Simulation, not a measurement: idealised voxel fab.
process module | voxel transistor to metal
cross-section cut | 150 nm wide | cells 5 nm
A cross-section is a grid of square cells, given in bands from the top down. A band is one or more rows of cells.
Each band's line starts with the height of the band's top and of its bottom, in nm. Then come its materials from left to right, each with its width in nm. One material with "throughout" fills the band from edge to edge. "air" is empty space.
Height 0 is the level under which the wafer as received is all one material. The lowest band goes on downwards, as in "0 down".
A width such as "30 to 40" changes by the same amount from each row of cells to the next, from the band's top row to its bottom row.
"no change" after a step means that no cell of the cross-section changed.
closed voids: empty space of 8 cells or more with no open way to the top, each as width x height at its distance from the left edge, in nm
after a step's settings: what the simulator itself notes on the step
overlay nm, on a step with a mask: how far to the right of its planned place the mask lay; to the left if negative
plan
1 op RECEIVE | material Si
2 op OXIDIZE | depth nm 5
3 op CONFORMAL_DEP | material SiN | thk nm 10
4 op MASKED_ETCH | tone cover | mask id ACTIVE | width nm 110 | etch materials SiN | depth nm 10 | overlay nm 0
5 op MASKED_ETCH | tone cover | mask id ACTIVE | width nm 110 | etch materials SiO2 | depth nm 5 | overlay nm 0
6 op MASKED_ETCH | tone cover | mask id ACTIVE | width nm 110 | etch materials Si | depth nm 30 | overlay nm 0
7 op OXIDIZE | depth nm 5
8 op FILL_DEP | material SiO2 | thk nm 10
9 op CMP | height nm 10
10 op SELECTIVE_ETCH | etch materials SiO2 | depth nm 5
11 op STRIP | etch materials SiN
12 op SELECTIVE_ETCH | etch materials SiO2 | depth nm 5
13 op OXIDIZE | depth nm 5
14 op DIRECTIONAL_DEP | material polySi | thk nm 25
15 op DIRECTIONAL_DEP | material SiCN | thk nm 10
16 op PATTERN | tone cover | mask id GATE | material resist | width nm 30 | thk nm 20 | overlay nm 0
17 op DIRECTIONAL_ETCH | etch materials SiCN | depth nm 20
18 op DIRECTIONAL_ETCH | etch materials polySi | depth nm 35
19 op STRIP | etch materials resist
20 op CONFORMAL_DEP | material SiN | thk nm 10
21 op DIRECTIONAL_ETCH | etch materials SiN | depth nm 10
22 op DIRECTIONAL_ETCH | etch materials SiO2 | depth nm 5
23 op EPI | material SiGe | thk nm 5
24 op FILL_DEP | material SiO2 | thk nm 5
25 op CMP | height nm 20
26 op STRIP | etch materials polySi
27 op SELECTIVE_ETCH | etch materials SiO2 | depth nm 5
28 op CONFORMAL_DEP | material HfO2 | thk nm 5
29 op CONFORMAL_DEP | material TiN | thk nm 5
30 op FILL_DEP | material W | thk nm 10
31 op CMP | height nm 15
32 op DIRECTIONAL_DEP | material SiO2 | thk nm 10
33 op MASKED_ETCH | tone open | mask id CONTACT | width nm 20 | pitch nm 80 | etch materials SiO2 | depth nm 30 | overlay nm 0
34 op CONFORMAL_DEP | material TiN | thk nm 5
35 op FILL_DEP | material W | thk nm 10
36 op CMP | height nm 25
37 op DIRECTIONAL_DEP | material TiN | thk nm 5
38 op DIRECTIONAL_DEP | material W | thk nm 20
39 op DIRECTIONAL_DEP | material aC | thk nm 15
40 op PATTERN | tone cover | mask id METAL_1 | material resist | width nm 20 | pitch nm 80 | thk nm 35 | overlay nm 0
41 op DIRECTIONAL_ETCH | etch materials aC | depth nm 15
42 op STRIP | etch materials resist
43 op DIRECTIONAL_ETCH | etch materials W | depth nm 20
44 op DIRECTIONAL_ETCH | etch materials TiN | depth nm 5
45 op STRIP | etch materials aC
46 op CONFORMAL_DEP | material SiN | thk nm 5
47 op FILL_DEP | material lowk | thk nm 10
48 op CMP | height nm 50
49 op CONFORMAL_DEP | material SiN | thk nm 5
first wafer, as planned
as received, after step 1
  0 down: Si throughout
  closed voids: none
after step 2
  0 to -5: SiO2 throughout
  below -5: unchanged
after step 3
  10 to 0: SiN throughout
  below 0: unchanged
after step 4
  10 to 0: air 20 | SiN 110 | air 20
  below 0: unchanged
after step 5
  10 to 0: air 20 | SiN 110 | air 20
  0 to -5: air 20 | SiO2 110 | air 20
  below -5: unchanged
after step 6
  10 to 0: air 20 | SiN 110 | air 20
  0 to -5: air 20 | SiO2 110 | air 20
  -5 to -35: air 20 | Si 110 | air 20
  below -35: unchanged
after step 7
  10 to 0: air 20 | SiN 110 | air 20
  0 to -5: air 20 | SiO2 110 | air 20
  -5 to -35: air 20 | SiO2 5 | Si 100 | SiO2 5 | air 20
  -35 to -40: SiO2 25 | Si 100 | SiO2 25
  below -40: unchanged
after step 8
  20 to 10: SiO2 throughout
  10 to 0: SiO2 20 | SiN 110 | SiO2 20
  0 to -5: SiO2 throughout
  -5 to -40: SiO2 25 | Si 100 | SiO2 25
  below -40: unchanged
after step 9
  10 to 0: SiO2 20 | SiN 110 | SiO2 20
  below 0: unchanged
after step 10
  10 to 5: air 20 | SiN 110 | air 20
  below 5: unchanged
after step 11
  5 to 0: SiO2 20 | air 110 | SiO2 20
  below 0: unchanged
after step 12
  0 to -5: SiO2 15 | air 120 | SiO2 15
  below -5: unchanged
after step 13
  0 to -5: SiO2 15 | air 120 | SiO2 15
  -5 to -10: SiO2 throughout
  below -10: unchanged
after step 14
  25 to 20: polySi 15 | air 120 | polySi 15
  20 to 0: polySi throughout
  0 to -5: SiO2 15 | polySi 120 | SiO2 15
  below -5: unchanged
after step 15
  35 to 30: SiCN 15 | air 120 | SiCN 15
  30 to 25: SiCN throughout
  25 to 20: polySi 15 | SiCN 120 | polySi 15
  below 20: unchanged
after step 16
  55 to 35: air 60 | resist 30 | air 60
  35 to 30: SiCN 15 | air 45 | resist 30 | air 45 | SiCN 15
  below 30: unchanged
after step 17
  55 to 30: air 60 | resist 30 | air 60
  30 to 25: air 60 | SiCN 30 | air 60
  25 to 20: polySi 15 | air 45 | SiCN 30 | air 45 | polySi 15
  below 20: unchanged
after step 18
  55 to 30: air 60 | resist 30 | air 60
  30 to 20: air 60 | SiCN 30 | air 60
  20 to 0: air 60 | polySi 30 | air 60
  0 to -5: SiO2 15 | air 45 | polySi 30 | air 45 | SiO2 15
  below -5: unchanged
after step 19
  30 to 20: air 60 | SiCN 30 | air 60
  below 20: unchanged
after step 20
  40 to 30: air 50 | SiN 50 | air 50
  30 to 20: air 50 | SiN 10 | SiCN 30 | SiN 10 | air 50
  20 to 10: air 50 | SiN 10 | polySi 30 | SiN 10 | air 50
  10 to 5: SiN 25 | air 25 | SiN 10 | polySi 30 | SiN 10 | air 25 | SiN 25
  5 to 0: SiN 60 | polySi 30 | SiN 60
  0 to -5: SiO2 15 | SiN 45 | polySi 30 | SiN 45 | SiO2 15
  below -5: unchanged
after step 21
  30 to 20: air 50 | SiN 10 | SiCN 30 | SiN 10 | air 50
  20 to 0: air 50 | SiN 10 | polySi 30 | SiN 10 | air 50
  0 to -5: SiO2 15 | SiN 10 | air 25 | SiN 10 | polySi 30 | SiN 10 | air 25 | SiN 10 | SiO2 15
  below -5: unchanged
after step 22
  30 to 20: air 50 | SiN 10 | SiCN 30 | SiN 10 | air 50
  20 to 0: air 50 | SiN 10 | polySi 30 | SiN 10 | air 50
  0 to -5: air 15 | SiN 10 | air 25 | SiN 10 | polySi 30 | SiN 10 | air 25 | SiN 10 | air 15
  -5 to -10: SiO2 25 | air 25 | SiO2 50 | air 25 | SiO2 25
  below -10: unchanged
after step 23
  30 to 20: air 50 | SiN 10 | SiCN 30 | SiN 10 | air 50
  20 to 0: air 50 | SiN 10 | polySi 30 | SiN 10 | air 50
  0 to -5: air 15 | SiN 10 | air 25 | SiN 10 | polySi 30 | SiN 10 | air 25 | SiN 10 | air 15
  -5 to -10: SiO2 25 | SiGe 25 | SiO2 50 | SiGe 25 | SiO2 25
  below -10: unchanged
after step 24
  35 to 30: SiO2 throughout
  30 to 20: SiO2 50 | SiN 10 | SiCN 30 | SiN 10 | SiO2 50
  20 to 0: SiO2 50 | SiN 10 | polySi 30 | SiN 10 | SiO2 50
  0 to -5: SiO2 15 | SiN 10 | SiO2 25 | SiN 10 | polySi 30 | SiN 10 | SiO2 25 | SiN 10 | SiO2 15
  below -5: unchanged
after step 25
  20 to 0: SiO2 50 | SiN 10 | polySi 30 | SiN 10 | SiO2 50
  below 0: unchanged
after step 26
  20 to 0: SiO2 50 | SiN 10 | air 30 | SiN 10 | SiO2 50
  0 to -5: SiO2 15 | SiN 10 | SiO2 25 | SiN 10 | air 30 | SiN 10 | SiO2 25 | SiN 10 | SiO2 15
  below -5: unchanged
after step 27
  20 to 15: air 50 | SiN 10 | air 30 | SiN 10 | air 50
  15 to 0: SiO2 50 | SiN 10 | air 30 | SiN 10 | SiO2 50
  0 to -5: SiO2 15 | SiN 10 | SiO2 25 | SiN 10 | air 30 | SiN 10 | SiO2 25 | SiN 10 | SiO2 15
  -5 to -10: SiO2 25 | SiGe 25 | SiO2 5 | air 40 | SiO2 5 | SiGe 25 | SiO2 25
  below -10: unchanged
after step 28
  25 to 20: air 45 | HfO2 20 | air 20 | HfO2 20 | air 45
  20 to 15: HfO2 50 | SiN 10 | HfO2 5 | air 20 | HfO2 5 | SiN 10 | HfO2 50
  15 to 0: SiO2 50 | SiN 10 | HfO2 5 | air 20 | HfO2 5 | SiN 10 | SiO2 50
  0 to -5: SiO2 15 | SiN 10 | SiO2 25 | SiN 10 | HfO2 5 | air 20 | HfO2 5 | SiN 10 | SiO2 25 | SiN 10 | SiO2 15
  -5 to -10: SiO2 25 | SiGe 25 | SiO2 5 | HfO2 40 | SiO2 5 | SiGe 25 | SiO2 25
  below -10: unchanged
after step 29
  30 to 25: air 40 | TiN 30 | air 10 | TiN 30 | air 40
  25 to 20: TiN 45 | HfO2 20 | TiN 5 | air 10 | TiN 5 | HfO2 20 | TiN 45
  20 to 15: HfO2 50 | SiN 10 | HfO2 5 | TiN 5 | air 10 | TiN 5 | HfO2 5 | SiN 10 | HfO2 50
  15 to 0: SiO2 50 | SiN 10 | HfO2 5 | TiN 5 | air 10 | TiN 5 | HfO2 5 | SiN 10 | SiO2 50
  0 to -5: SiO2 15 | SiN 10 | SiO2 25 | SiN 10 | HfO2 5 | TiN 20 | HfO2 5 | SiN 10 | SiO2 25 | SiN 10 | SiO2 15
  below -5: unchanged
after step 30
  40 to 30: W throughout
  30 to 25: W 40 | TiN 30 | W 10 | TiN 30 | W 40
  25 to 20: TiN 45 | HfO2 20 | TiN 5 | W 10 | TiN 5 | HfO2 20 | TiN 45
  20 to 15: HfO2 50 | SiN 10 | HfO2 5 | TiN 5 | W 10 | TiN 5 | HfO2 5 | SiN 10 | HfO2 50
  15 to 0: SiO2 50 | SiN 10 | HfO2 5 | TiN 5 | W 10 | TiN 5 | HfO2 5 | SiN 10 | SiO2 50
  below 0: unchanged
after step 31
  15 to 0: SiO2 50 | SiN 10 | HfO2 5 | TiN 5 | W 10 | TiN 5 | HfO2 5 | SiN 10 | SiO2 50
  below 0: unchanged
after step 32
  25 to 15: SiO2 throughout
  below 15: unchanged
after step 33
  25 to 15: SiO2 25 | air 20 | SiO2 60 | air 20 | SiO2 25
  15 to 0: SiO2 25 | air 20 | SiO2 5 | SiN 10 | HfO2 5 | TiN 5 | W 10 | TiN 5 | HfO2 5 | SiN 10 | SiO2 5 | air 20 | SiO2 25
  0 to -5: SiO2 15 | SiN 10 | air 20 | SiO2 5 | SiN 10 | HfO2 5 | TiN 20 | HfO2 5 | SiN 10 | SiO2 5 | air 20 | SiN 10 | SiO2 15
  below -5: unchanged
after step 34
  30 to 25: TiN 30 | air 10 | TiN 70 | air 10 | TiN 30
  25 to 15: SiO2 25 | TiN 5 | air 10 | TiN 5 | SiO2 60 | TiN 5 | air 10 | TiN 5 | SiO2 25
  15 to 0: SiO2 25 | TiN 5 | air 10 | TiN 5 | SiO2 5 | SiN 10 | HfO2 5 | TiN 5 | W 10 | TiN 5 | HfO2 5 | SiN 10 | SiO2 5 | TiN 5 | air 10 | TiN 5 | SiO2 25
  0 to -5: SiO2 15 | SiN 10 | TiN 20 | SiO2 5 | SiN 10 | HfO2 5 | TiN 20 | HfO2 5 | SiN 10 | SiO2 5 | TiN 20 | SiN 10 | SiO2 15
  below -5: unchanged
after step 35
  40 to 30: W throughout
  30 to 25: TiN 30 | W 10 | TiN 70 | W 10 | TiN 30
  25 to 15: SiO2 25 | TiN 5 | W 10 | TiN 5 | SiO2 60 | TiN 5 | W 10 | TiN 5 | SiO2 25
  15 to 0: SiO2 25 | TiN 5 | W 10 | TiN 5 | SiO2 5 | SiN 10 | HfO2 5 | TiN 5 | W 10 | TiN 5 | HfO2 5 | SiN 10 | SiO2 5 | TiN 5 | W 10 | TiN 5 | SiO2 25
  below 0: unchanged
after step 36
  25 to 15: SiO2 25 | TiN 5 | W 10 | TiN 5 | SiO2 60 | TiN 5 | W 10 | TiN 5 | SiO2 25
  below 15: unchanged
after step 37
  30 to 25: TiN throughout
  below 25: unchanged
after step 38
  50 to 30: W throughout
  below 30: unchanged
after step 39
  65 to 50: aC throughout
  below 50: unchanged
after step 40
  100 to 65: air 25 | resist 20 | air 60 | resist 20 | air 25
  below 65: unchanged
after step 41
  85 to 65: air 25 | resist 20 | air 60 | resist 20 | air 25
  65 to 50: air 25 | aC 20 | air 60 | aC 20 | air 25
  below 50: unchanged
after step 42
  65 to 50: air 25 | aC 20 | air 60 | aC 20 | air 25
  below 50: unchanged
after step 43
  65 to 50: air 25 | aC 20 | air 60 | aC 20 | air 25
  50 to 30: air 25 | W 20 | air 60 | W 20 | air 25
  below 30: unchanged
after step 44
  65 to 50: air 25 | aC 20 | air 60 | aC 20 | air 25
  50 to 30: air 25 | W 20 | air 60 | W 20 | air 25
  30 to 25: air 25 | TiN 20 | air 60 | TiN 20 | air 25
  below 25: unchanged
after step 45
  50 to 30: air 25 | W 20 | air 60 | W 20 | air 25
  below 30: unchanged
after step 46
  55 to 50: air 20 | SiN 30 | air 50 | SiN 30 | air 20
  50 to 30: air 20 | SiN 5 | W 20 | SiN 5 | air 50 | SiN 5 | W 20 | SiN 5 | air 20
  30 to 25: SiN 25 | TiN 20 | SiN 60 | TiN 20 | SiN 25
  below 25: unchanged
after step 47
  65 to 55: lowk throughout
  55 to 50: lowk 20 | SiN 30 | lowk 50 | SiN 30 | lowk 20
  50 to 30: lowk 20 | SiN 5 | W 20 | SiN 5 | lowk 50 | SiN 5 | W 20 | SiN 5 | lowk 20
  below 30: unchanged
after step 48
  50 to 30: lowk 20 | SiN 5 | W 20 | SiN 5 | lowk 50 | SiN 5 | W 20 | SiN 5 | lowk 20
  below 30: unchanged
after step 49
  55 to 50: SiN throughout
  below 50: unchanged
second wafer: like start, like plan, one mistake. Through step 5 it matches the first wafer
when step 6 should have ended
  10 to 0: air 20 | SiN 110 | air 20
  0 to -5: air 20 | SiO2 110 | air 20
  -5 to -65: air 20 | Si 110 | air 20
  below -65: unchanged
when step 7 should have ended
  10 to 0: air 20 | SiN 110 | air 20
  0 to -5: air 20 | SiO2 110 | air 20
  -5 to -65: air 20 | SiO2 5 | Si 100 | SiO2 5 | air 20
  -65 to -70: SiO2 25 | Si 100 | SiO2 25
  below -70: unchanged
when step 8 should have ended
  20 to 10: SiO2 throughout
  10 to 0: SiO2 20 | SiN 110 | SiO2 20
  0 to -5: SiO2 throughout
  -5 to -70: SiO2 25 | Si 100 | SiO2 25
  below -70: unchanged
when step 9 should have ended
  10 to 0: SiO2 20 | SiN 110 | SiO2 20
  below 0: unchanged
when step 10 should have ended
  10 to 5: air 20 | SiN 110 | air 20
  below 5: unchanged
when step 11 should have ended
  5 to 0: SiO2 20 | air 110 | SiO2 20
  below 0: unchanged
when step 12 should have ended
  0 to -5: SiO2 15 | air 120 | SiO2 15
  below -5: unchanged
when step 13 should have ended
  0 to -5: SiO2 15 | air 120 | SiO2 15
  -5 to -10: SiO2 throughout
  below -10: unchanged
when step 14 should have ended
  25 to 20: polySi 15 | air 120 | polySi 15
  20 to 0: polySi throughout
  0 to -5: SiO2 15 | polySi 120 | SiO2 15
  below -5: unchanged
when step 15 should have ended
  35 to 30: SiCN 15 | air 120 | SiCN 15
  30 to 25: SiCN throughout
  25 to 20: polySi 15 | SiCN 120 | polySi 15
  below 20: unchanged
when step 16 should have ended
  55 to 35: air 60 | resist 30 | air 60
  35 to 30: SiCN 15 | air 45 | resist 30 | air 45 | SiCN 15
  below 30: unchanged
when step 17 should have ended
  55 to 30: air 60 | resist 30 | air 60
  30 to 25: air 60 | SiCN 30 | air 60
  25 to 20: polySi 15 | air 45 | SiCN 30 | air 45 | polySi 15
  below 20: unchanged
when step 18 should have ended
  55 to 30: air 60 | resist 30 | air 60
  30 to 20: air 60 | SiCN 30 | air 60
  20 to 0: air 60 | polySi 30 | air 60
  0 to -5: SiO2 15 | air 45 | polySi 30 | air 45 | SiO2 15
  below -5: unchanged
when step 19 should have ended
  30 to 20: air 60 | SiCN 30 | air 60
  below 20: unchanged
when step 20 should have ended
  40 to 30: air 50 | SiN 50 | air 50
  30 to 20: air 50 | SiN 10 | SiCN 30 | SiN 10 | air 50
  20 to 10: air 50 | SiN 10 | polySi 30 | SiN 10 | air 50
  10 to 5: SiN 25 | air 25 | SiN 10 | polySi 30 | SiN 10 | air 25 | SiN 25
  5 to 0: SiN 60 | polySi 30 | SiN 60
  0 to -5: SiO2 15 | SiN 45 | polySi 30 | SiN 45 | SiO2 15
  below -5: unchanged
when step 21 should have ended
  30 to 20: air 50 | SiN 10 | SiCN 30 | SiN 10 | air 50
  20 to 0: air 50 | SiN 10 | polySi 30 | SiN 10 | air 50
  0 to -5: SiO2 15 | SiN 10 | air 25 | SiN 10 | polySi 30 | SiN 10 | air 25 | SiN 10 | SiO2 15
  below -5: unchanged
when step 22 should have ended
  30 to 20: air 50 | SiN 10 | SiCN 30 | SiN 10 | air 50
  20 to 0: air 50 | SiN 10 | polySi 30 | SiN 10 | air 50
  0 to -5: air 15 | SiN 10 | air 25 | SiN 10 | polySi 30 | SiN 10 | air 25 | SiN 10 | air 15
  -5 to -10: SiO2 25 | air 25 | SiO2 50 | air 25 | SiO2 25
  below -10: unchanged
when step 23 should have ended
  30 to 20: air 50 | SiN 10 | SiCN 30 | SiN 10 | air 50
  20 to 0: air 50 | SiN 10 | polySi 30 | SiN 10 | air 50
  0 to -5: air 15 | SiN 10 | air 25 | SiN 10 | polySi 30 | SiN 10 | air 25 | SiN 10 | air 15
  -5 to -10: SiO2 25 | SiGe 25 | SiO2 50 | SiGe 25 | SiO2 25
  below -10: unchanged
when step 24 should have ended
  35 to 30: SiO2 throughout
  30 to 20: SiO2 50 | SiN 10 | SiCN 30 | SiN 10 | SiO2 50
  20 to 0: SiO2 50 | SiN 10 | polySi 30 | SiN 10 | SiO2 50
  0 to -5: SiO2 15 | SiN 10 | SiO2 25 | SiN 10 | polySi 30 | SiN 10 | SiO2 25 | SiN 10 | SiO2 15
  below -5: unchanged
when step 25 should have ended
  20 to 0: SiO2 50 | SiN 10 | polySi 30 | SiN 10 | SiO2 50
  below 0: unchanged
when step 26 should have ended
  20 to 0: SiO2 50 | SiN 10 | air 30 | SiN 10 | SiO2 50
  0 to -5: SiO2 15 | SiN 10 | SiO2 25 | SiN 10 | air 30 | SiN 10 | SiO2 25 | SiN 10 | SiO2 15
  below -5: unchanged
when step 27 should have ended
  20 to 15: air 50 | SiN 10 | air 30 | SiN 10 | air 50
  15 to 0: SiO2 50 | SiN 10 | air 30 | SiN 10 | SiO2 50
  0 to -5: SiO2 15 | SiN 10 | SiO2 25 | SiN 10 | air 30 | SiN 10 | SiO2 25 | SiN 10 | SiO2 15
  -5 to -10: SiO2 25 | SiGe 25 | SiO2 5 | air 40 | SiO2 5 | SiGe 25 | SiO2 25
  below -10: unchanged
when step 28 should have ended
  25 to 20: air 45 | HfO2 20 | air 20 | HfO2 20 | air 45
  20 to 15: HfO2 50 | SiN 10 | HfO2 5 | air 20 | HfO2 5 | SiN 10 | HfO2 50
  15 to 0: SiO2 50 | SiN 10 | HfO2 5 | air 20 | HfO2 5 | SiN 10 | SiO2 50
  0 to -5: SiO2 15 | SiN 10 | SiO2 25 | SiN 10 | HfO2 5 | air 20 | HfO2 5 | SiN 10 | SiO2 25 | SiN 10 | SiO2 15
  -5 to -10: SiO2 25 | SiGe 25 | SiO2 5 | HfO2 40 | SiO2 5 | SiGe 25 | SiO2 25
  below -10: unchanged
when step 29 should have ended
  30 to 25: air 40 | TiN 30 | air 10 | TiN 30 | air 40
  25 to 20: TiN 45 | HfO2 20 | TiN 5 | air 10 | TiN 5 | HfO2 20 | TiN 45
  20 to 15: HfO2 50 | SiN 10 | HfO2 5 | TiN 5 | air 10 | TiN 5 | HfO2 5 | SiN 10 | HfO2 50
  15 to 0: SiO2 50 | SiN 10 | HfO2 5 | TiN 5 | air 10 | TiN 5 | HfO2 5 | SiN 10 | SiO2 50
  0 to -5: SiO2 15 | SiN 10 | SiO2 25 | SiN 10 | HfO2 5 | TiN 20 | HfO2 5 | SiN 10 | SiO2 25 | SiN 10 | SiO2 15
  below -5: unchanged
when step 30 should have ended
  40 to 30: W throughout
  30 to 25: W 40 | TiN 30 | W 10 | TiN 30 | W 40
  25 to 20: TiN 45 | HfO2 20 | TiN 5 | W 10 | TiN 5 | HfO2 20 | TiN 45
  20 to 15: HfO2 50 | SiN 10 | HfO2 5 | TiN 5 | W 10 | TiN 5 | HfO2 5 | SiN 10 | HfO2 50
  15 to 0: SiO2 50 | SiN 10 | HfO2 5 | TiN 5 | W 10 | TiN 5 | HfO2 5 | SiN 10 | SiO2 50
  below 0: unchanged
when step 31 should have ended
  15 to 0: SiO2 50 | SiN 10 | HfO2 5 | TiN 5 | W 10 | TiN 5 | HfO2 5 | SiN 10 | SiO2 50
  below 0: unchanged
when step 32 should have ended
  25 to 15: SiO2 throughout
  below 15: unchanged
when step 33 should have ended
  25 to 15: SiO2 25 | air 20 | SiO2 60 | air 20 | SiO2 25
  15 to 0: SiO2 25 | air 20 | SiO2 5 | SiN 10 | HfO2 5 | TiN 5 | W 10 | TiN 5 | HfO2 5 | SiN 10 | SiO2 5 | air 20 | SiO2 25
  0 to -5: SiO2 15 | SiN 10 | air 20 | SiO2 5 | SiN 10 | HfO2 5 | TiN 20 | HfO2 5 | SiN 10 | SiO2 5 | air 20 | SiN 10 | SiO2 15
  below -5: unchanged
when step 34 should have ended
  30 to 25: TiN 30 | air 10 | TiN 70 | air 10 | TiN 30
  25 to 15: SiO2 25 | TiN 5 | air 10 | TiN 5 | SiO2 60 | TiN 5 | air 10 | TiN 5 | SiO2 25
  15 to 0: SiO2 25 | TiN 5 | air 10 | TiN 5 | SiO2 5 | SiN 10 | HfO2 5 | TiN 5 | W 10 | TiN 5 | HfO2 5 | SiN 10 | SiO2 5 | TiN 5 | air 10 | TiN 5 | SiO2 25
  0 to -5: SiO2 15 | SiN 10 | TiN 20 | SiO2 5 | SiN 10 | HfO2 5 | TiN 20 | HfO2 5 | SiN 10 | SiO2 5 | TiN 20 | SiN 10 | SiO2 15
  below -5: unchanged
when step 35 should have ended
  40 to 30: W throughout
  30 to 25: TiN 30 | W 10 | TiN 70 | W 10 | TiN 30
  25 to 15: SiO2 25 | TiN 5 | W 10 | TiN 5 | SiO2 60 | TiN 5 | W 10 | TiN 5 | SiO2 25
  15 to 0: SiO2 25 | TiN 5 | W 10 | TiN 5 | SiO2 5 | SiN 10 | HfO2 5 | TiN 5 | W 10 | TiN 5 | HfO2 5 | SiN 10 | SiO2 5 | TiN 5 | W 10 | TiN 5 | SiO2 25
  below 0: unchanged
when step 36 should have ended
  25 to 15: SiO2 25 | TiN 5 | W 10 | TiN 5 | SiO2 60 | TiN 5 | W 10 | TiN 5 | SiO2 25
  below 15: unchanged
when step 37 should have ended
  30 to 25: TiN throughout
  below 25: unchanged
when step 38 should have ended
  50 to 30: W throughout
  below 30: unchanged
when step 39 should have ended
  65 to 50: aC throughout
  below 50: unchanged
when step 40 should have ended
  100 to 65: air 25 | resist 20 | air 60 | resist 20 | air 25
  below 65: unchanged
when step 41 should have ended
  85 to 65: air 25 | resist 20 | air 60 | resist 20 | air 25
  65 to 50: air 25 | aC 20 | air 60 | aC 20 | air 25
  below 50: unchanged
when step 42 should have ended
  65 to 50: air 25 | aC 20 | air 60 | aC 20 | air 25
  below 50: unchanged
when step 43 should have ended
  65 to 50: air 25 | aC 20 | air 60 | aC 20 | air 25
  50 to 30: air 25 | W 20 | air 60 | W 20 | air 25
  below 30: unchanged
when step 44 should have ended
  65 to 50: air 25 | aC 20 | air 60 | aC 20 | air 25
  50 to 30: air 25 | W 20 | air 60 | W 20 | air 25
  30 to 25: air 25 | TiN 20 | air 60 | TiN 20 | air 25
  below 25: unchanged
when step 45 should have ended
  50 to 30: air 25 | W 20 | air 60 | W 20 | air 25
  below 30: unchanged
when step 46 should have ended
  55 to 50: air 20 | SiN 30 | air 50 | SiN 30 | air 20
  50 to 30: air 20 | SiN 5 | W 20 | SiN 5 | air 50 | SiN 5 | W 20 | SiN 5 | air 20
  30 to 25: SiN 25 | TiN 20 | SiN 60 | TiN 20 | SiN 25
  below 25: unchanged
when step 47 should have ended
  65 to 55: lowk throughout
  55 to 50: lowk 20 | SiN 30 | lowk 50 | SiN 30 | lowk 20
  50 to 30: lowk 20 | SiN 5 | W 20 | SiN 5 | lowk 50 | SiN 5 | W 20 | SiN 5 | lowk 20
  below 30: unchanged
when step 48 should have ended
  50 to 30: lowk 20 | SiN 5 | W 20 | SiN 5 | lowk 50 | SiN 5 | W 20 | SiN 5 | lowk 20
  below 30: unchanged
when step 49 should have ended
  55 to 50: SiN throughout
  below 50: unchanged
what went wrong: step 6 was run twice
at the end the second wafer has, in cells: 60 fewer of Si | 60 more of SiO2
